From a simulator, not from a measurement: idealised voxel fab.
process module | voxel trench capacitor
It is cross-section cut that appears here, measuring 200 nm in width, its square cells being 5 nm in size.
Notation: cross-section as square-cell grid; stated in bands, top first, going down; one or more cell rows per band.
This entry defines a band. It first specifies the height of the band's top and the height of its bottom in nm, and then specifies the band's materials from left to right, stating each material with its width in nm. The word "edge to edge" identifies a single material that fills the band from edge to edge, while the word "empty" identifies empty space.
Height reference: 0 = level under which incoming wafer is all one material. Lowest band: no bottom, runs on downward, e.g. "0..down".
Top row gets the first number, bottom row gets the second, and each row in between changes by the same step: that is how a band width like "30 to 40" works.
The designation "no alterations made", where it is given for a processing step, indicates that no cell of the cross-section was altered in the course of that step.
The entry titled "Closed void entries" provides the empty spaces that have no open way to the top, restricted to those of 8 cells or more. Each is presented as width x height at distance, the distance being measured from the left edge, with all three in nm.
Heads up: the bit after the settings on a step's line is the simulator's remark on that step.
Among the settings permitted on a step's line is "overlay nm"; applied to a step with a mask, it specifies the extent to which the mask lay to the right of its planned position, whereas a negative figure signifies a position to the left.
## List of planned process steps
- 1: RECEIVE, material Si
- 2: CONFORMAL_DEP, material SiN, thk nm 5
- 3: PATTERN, tone open, mask id TRENCH, material resist, width nm 30, pitch nm 45, thk nm 15, overlay nm 0
- 4: DIRECTIONAL_ETCH, etch materials SiN, depth nm 5
- 5: DIRECTIONAL_ETCH, etch materials Si, depth nm 35
- 6: STRIP, etch materials resist
- 7: CONFORMAL_DEP, material Al2O3, thk nm 5
- 8: CONFORMAL_DEP, material TiN, thk nm 5
- 9: FILL_DEP, material W, thk nm 5
- 10: CMP, height nm 5
## Cross-sectional view of the wafer in its as-received condition, corresponding to the state after step 1
> 0..down  Si edge to edge
> Closed void entries: none
## The cross-section shown corresponds to the wafer at the conclusion of the module. The initial structure and the process plan are those presented above; however, one mistake occurred in executing the plan
> 5..0  W 50 nm, TiN 5 nm, Al2O3 5 nm, SiN 30 nm, Al2O3 5 nm, TiN 5 nm, Al2O3 5 nm, SiN 30 nm, Al2O3 5 nm, TiN 5 nm, W 55 nm
> 0..-25  W 50 nm, TiN 5 nm, Al2O3 5 nm, Si 30 nm, Al2O3 5 nm, TiN 5 nm, Al2O3 5 nm, Si 30 nm, Al2O3 5 nm, TiN 5 nm, W 55 nm
> -25..-30  TiN 55 nm, Al2O3 5 nm, Si 30 nm, Al2O3 5 nm, TiN 5 nm, Al2O3 5 nm, Si 30 nm, Al2O3 5 nm, TiN 60 nm
> -30..-35  Al2O3 60 nm, Si 30 nm, Al2O3 15 nm, Si 30 nm, Al2O3 65 nm
> -35..down  Si edge to edge
> Closed void entries: none
Deviation from plan: in deviation from the planned setting, step 3 was conducted as PATTERN, tone cover, mask id TRENCH, material resist, width nm 30, pitch nm 45, thk nm 15, overlay nm 0
